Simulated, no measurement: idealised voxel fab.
process module | voxel released beams
cross-section cut | 215 nm wide | cells 5 nm
A cross-section is a grid of square cells, given in bands from the top down. A band is one or more rows of cells.
Each band's line starts with the height of the band's top and of its bottom, in nm. Then come its materials from left to right, each with its width in nm. One material with "throughout" fills the band from edge to edge. "air" is empty space.
Height 0 is the level under which the wafer as received is all one material. The lowest band goes on downwards, as in "0 down".
A width such as "30 to 40" changes by the same amount from each row of cells to the next, from the band's top row to its bottom row.
"no change" after a step means that no cell of the cross-section changed.
closed voids: empty space of 8 cells or more with no open way to the top, each as width x height at its distance from the left edge, in nm
after a step's settings: what the simulator itself notes on the step
overlay nm, on a step with a mask: how far to the right of its planned place the mask lay; to the left if negative
plan
1 op RECEIVE | material Si
2 op CONFORMAL_DEP | material SiN | thk nm 10
3 op DIRECTIONAL_DEP | material SiO2 | thk nm 10
4 op DIRECTIONAL_DEP | material aC | thk nm 10
5 op PATTERN | tone open | mask id ANCHOR | material resist | width nm 40 | thk nm 25 | overlay nm 0
6 op DIRECTIONAL_ETCH | etch materials aC | depth nm 10
7 op STRIP | etch materials resist
8 op DIRECTIONAL_ETCH | etch materials SiO2 | depth nm 10
9 op STRIP | etch materials aC
10 op CONFORMAL_DEP | material polySi | thk nm 15
11 op MASKED_ETCH | tone cover | mask id BEAM | width nm 100 | etch materials polySi | depth nm 15 | overlay nm 0
12 op STRIP | etch materials SiO2
as received, after step 1
  0 down: Si throughout
  closed voids: none
first wafer at the end, as planned
  35 to 25: air 55 | polySi 20 | air 10 | polySi 70 | air 60
  25 to 20: air 55 | polySi 100 | air 60
  20 to 10: air 60 | polySi 40 | air 115
  10 to 0: SiN throughout
  0 down: Si throughout
  closed voids: none
second wafer at the end: like start, like plan, one mistake
  35 to 25: air 45 | polySi 30 | air 10 | polySi 60 | air 70
  25 to 20: air 45 | polySi 100 | air 70
  20 to 10: air 60 | polySi 40 | air 115
  10 to 0: SiN throughout
  0 down: Si throughout
  closed voids: none
what went wrong: step 11 ran as: op MASKED_ETCH | tone cover | mask id BEAM | width nm 100 | etch materials polySi | depth nm 15 | overlay nm -10
at the end the second wafer has, in cells: as many of each material as the first, in other places
